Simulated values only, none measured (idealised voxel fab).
process module | voxel gate over fins
In the cross-section labelled cut, the width is 185 nm and each square cell is 5 nm.
Each cross-section below is a grid of square cells, stated as bands in top-down order, with one or more rows of cells making up each band. Top, bottom (nm), then materials left to right with widths (nm); lone material tagged "edge to edge" fills the whole band edge to edge; "air" = empty space. The reference from which all heights are counted is 0, the level beneath which the as-received wafer is entirely one material; the lowest band, having no lower bound, proceeds downward and is written after the example "0 down". The two numbers in a width such as "30 to 40" mark its ends across the band: the first belongs to the top row of cells, the second to the bottom row, and from each row to the next the width moves by the same amount. Basically "nothing got changed" means that step didn't change any cell in the cross-section. Each empty space that has no open way to the top and spans at least 8 cells appears under "Voids, enclosed" as width x height at distance, the distance counted from the left edge, all in nm. Text after the settings on a step's line: the simulator's own remark on that step. "overlay nm", when on a step's line for a step with a mask, measures how far to the right of its planned place the mask lay; a negative measure means to the left.
[The planned process steps are enumerated hereunder]
1,RECEIVE,material Si
2,CONFORMAL_DEP,material SiN,thk nm 10
3,PATTERN,tone cover,mask id FINS,material resist,width nm 15,pitch nm 40,thk nm 20,overlay nm 0
4,DIRECTIONAL_ETCH,etch materials SiN,depth nm 10
5,DIRECTIONAL_ETCH,etch materials Si,depth nm 35
6,STRIP,etch materials resist
7,FILL_DEP,material SiO2,thk nm 5
8,CMP,height nm 10
9,SELECTIVE_ETCH,etch materials SiO2,depth nm 25
10,STRIP,etch materials SiN
11,CONFORMAL_DEP,material HfO2,thk nm 5
12,CONFORMAL_DEP,material TiN,thk nm 5
13,CONFORMAL_DEP,material TiAl,thk nm 5
14,CONFORMAL_DEP,material TiN,thk nm 5
15,FILL_DEP,material W,thk nm 15
16,CMP,height nm 30
17,CONFORMAL_DEP,material SiCN,thk nm 5
varied across the wafers: thk nm of step 11. The plan shows the first wafer's value. All wafers start alike
[First wafer of several, as received: cross-section after step 1]
    0 down = Si edge to edge
    Voids, enclosed: none
[Once step 17, the last step, is complete, the module is at its end; this is the cross-section of the first of several wafers]
    35 to 30 = SiCN edge to edge
    30 to 20 = W edge to edge
    20 to 15 = 25 nm W; 135 nm TiN; 25 nm W
    15 to 10 = 25 nm W; 5 nm TiN; 125 nm TiAl; 5 nm TiN; 25 nm W
    10 to 5 = 25 nm W; 5 nm TiN; 5 nm TiAl; 35 nm TiN; 5 nm TiAl; 35 nm TiN; 5 nm TiAl; 35 nm TiN; 5 nm TiAl; 5 nm TiN; 25 nm W
    5 to 0 = 30 nm TiN; 5 nm TiAl; 5 nm TiN; 25 nm HfO2; 5 nm TiN; 5 nm TiAl; 5 nm TiN; 25 nm HfO2; 5 nm TiN; 5 nm TiAl; 5 nm TiN; 25 nm HfO2; 5 nm TiN; 5 nm TiAl; 30 nm TiN
    0 to -5 = 35 nm TiAl; 5 nm TiN; 5 nm HfO2; 15 nm Si; 5 nm HfO2; 5 nm TiN; 5 nm TiAl; 5 nm TiN; 5 nm HfO2; 15 nm Si; 5 nm HfO2; 5 nm TiN; 5 nm TiAl; 5 nm TiN; 5 nm HfO2; 15 nm Si; 5 nm HfO2; 5 nm TiN; 35 nm TiAl
    -5 to -10 = 40 nm TiN; 5 nm HfO2; 15 nm Si; 5 nm HfO2; 15 nm TiN; 5 nm HfO2; 15 nm Si; 5 nm HfO2; 15 nm TiN; 5 nm HfO2; 15 nm Si; 5 nm HfO2; 40 nm TiN
    -10 to -15 = 45 nm HfO2; 15 nm Si; 25 nm HfO2; 15 nm Si; 25 nm HfO2; 15 nm Si; 45 nm HfO2
    -15 to -35 = 45 nm SiO2; 15 nm Si; 25 nm SiO2; 15 nm Si; 25 nm SiO2; 15 nm Si; 45 nm SiO2
    -35 down = Si edge to edge
    Voids, enclosed: none
[Final wafer of several, shown in cross-section at the end of the module]
    35 to 30 = SiCN edge to edge
    30 to 25 = 10 nm W; 5 nm TiN; 155 nm TiAl; 5 nm TiN; 10 nm W
    25 to 20 = 10 nm W; 5 nm TiN; 5 nm TiAl; 145 nm TiN; 5 nm TiAl; 5 nm TiN; 10 nm W
    20 to 15 = 15 nm TiN; 5 nm TiAl; 5 nm TiN; 135 nm HfO2; 5 nm TiN; 5 nm TiAl; 15 nm TiN
    15 to 10 = 20 nm TiAl; 5 nm TiN; 135 nm HfO2; 5 nm TiN; 20 nm TiAl
    10 to 5 = 25 nm TiN; 135 nm HfO2; 25 nm TiN
    5 to 0 = HfO2 edge to edge
    0 to -15 = 45 nm HfO2; 15 nm Si; 25 nm HfO2; 15 nm Si; 25 nm HfO2; 15 nm Si; 45 nm HfO2
    -15 to -35 = 45 nm SiO2; 15 nm Si; 25 nm SiO2; 15 nm Si; 25 nm SiO2; 15 nm Si; 45 nm SiO2
    -35 down = Si edge to edge
    Voids, enclosed: none
[each wafer at the end: cells of each material gained (+) or lost (-) since it was received, then its closed voids]
thk nm 5; +55 HfO2; -196 Si; +37 SiCN; +112 SiO2; +49 TiAl; +98 TiN; +104 W; Voids, enclosed: none
thk nm 10; +110 HfO2; -196 Si; +37 SiCN; +112 SiO2; +43 TiAl; +92 TiN; +61 W; Voids, enclosed: none
thk nm 15; +159 HfO2; -196 Si; +37 SiCN; +112 SiO2; +43 TiAl; +86 TiN; +18 W; Voids, enclosed: none
thk nm 20; +202 HfO2; -196 Si; +37 SiCN; +112 SiO2; +43 TiAl; +53 TiN; +8 W; Voids, enclosed: none
